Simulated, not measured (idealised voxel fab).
The following is a process module called voxel self aligned vias.
Cross-section cut: width 140 nm, square cells of 5 nm.
Each cross-section below is a grid of square cells, stated as bands in top-down order, with one or more rows of cells making up each band.
Look at the band entry: it leads with the top's height and the bottom's height in nm. Then it lists the materials left to right, with a width in nm for each. The word "full width" on a single material says that material fills the band edge to edge. The word "air" is empty space.
A quick word on heights: they are counted from 0, and under that level the wafer as it came to us is one material throughout. The lowest band is different from the rest in having no bottom; it simply continues downward, written as in "from 0 down".
It should be noted that a width expressed as "30->40" varies in equal increments from row to row of cells within the band, taking the value of the first number at the top row and that of the second number at the bottom row.
"remained unchanged" means the step left every cell of the cross-section as it was.
Basically, "Unvented cavities" tells you about the enclosed voids: empty spaces with no open way to the top, 8 cells or bigger, each written width x height at distance, where distance is from the left edge, all in nm.
On a step's line, text after the settings is the simulator commenting on that step.
On any step carrying a mask, the "overlay nm" setting, if present on the step's line, tells how far right of its planned place the mask lay; negative values point to the left.
## plan
- 1: RECEIVE: material Si
- 2: CONFORMAL_DEP: material SiO2, thk nm 10
- 3: CONFORMAL_DEP: material SiCN, thk nm 5
- 4: DIRECTIONAL_DEP: material lowk, thk nm 30
- 5: PATTERN: tone open, mask id LINES, material resist, width nm 20, pitch nm 45, thk nm 20, overlay nm 0
- 6: DIRECTIONAL_ETCH: etch materials lowk, depth nm 30
- 7: STRIP: etch materials resist
- 8: CONFORMAL_DEP: material TiN, thk nm 5
- 9: FILL_DEP: material W, thk nm 10
- 10: CMP: height nm 45
- 11: SELECTIVE_ETCH: etch materials W Ru TiN, depth nm 10
- 12: FILL_DEP: material SiN, thk nm 5
- 13: CMP: height nm 45
- 14: DIRECTIONAL_DEP: material lowk, thk nm 20
- 15: DIRECTIONAL_DEP: material aC, thk nm 10
- 16: PATTERN: tone open, mask id VIAS, material resist, width nm 30, pitch nm 45, thk nm 25, overlay nm 0
- 17: DIRECTIONAL_ETCH: etch materials aC, depth nm 10
- 18: STRIP: etch materials resist
- 19: DIRECTIONAL_ETCH: etch materials lowk, depth nm 20
- 20: DIRECTIONAL_ETCH: etch materials SiN, depth nm 10
- 21: STRIP: etch materials aC
- 22: CONFORMAL_DEP: material TiN, thk nm 5
- 23: FILL_DEP: material Cu, thk nm 10
- 24: CMP: height nm 65
- 25: CONFORMAL_DEP: material SiCN, thk nm 5
## Cross-section of the wafer as it came to us, i.e., already through step 1
    from 0 down: Si full width
    Unvented cavities: none
## One mistake in running the module, otherwise start and plan as above: cross-section at the end
    from 70 to 65: SiCN full width
    from 65 to 50: 30 of lowk  5 of TiN  20 of Cu  5 of TiN  15 of lowk  5 of TiN  20 of Cu  5 of TiN  35 of lowk
    from 50 to 40: 30->35 of lowk  10->5 of TiN  10 of Cu  10->5 of TiN  15->25 of lowk  10->5 of TiN  10 of Cu  10->5 of TiN  35->40 of lowk
    from 40 to 35: 35 of lowk  20 of TiN  25 of lowk  20 of TiN  40 of lowk
    from 35 to 30: 35 of lowk  5 of TiN  10 of W  5 of TiN  25 of lowk  5 of TiN  10 of W  5 of TiN  40 of lowk
    from 30 to 25: 35 of lowk  20 of TiN  25 of lowk  20 of TiN  40 of lowk
    from 25 to 10: SiCN full width
    from 10 to 0: SiO2 full width
    from 0 down: Si full width
    Unvented cavities: none
Finding, execution versus plan: step 3 ran as: CONFORMAL_DEP: material SiCN, thk nm 15
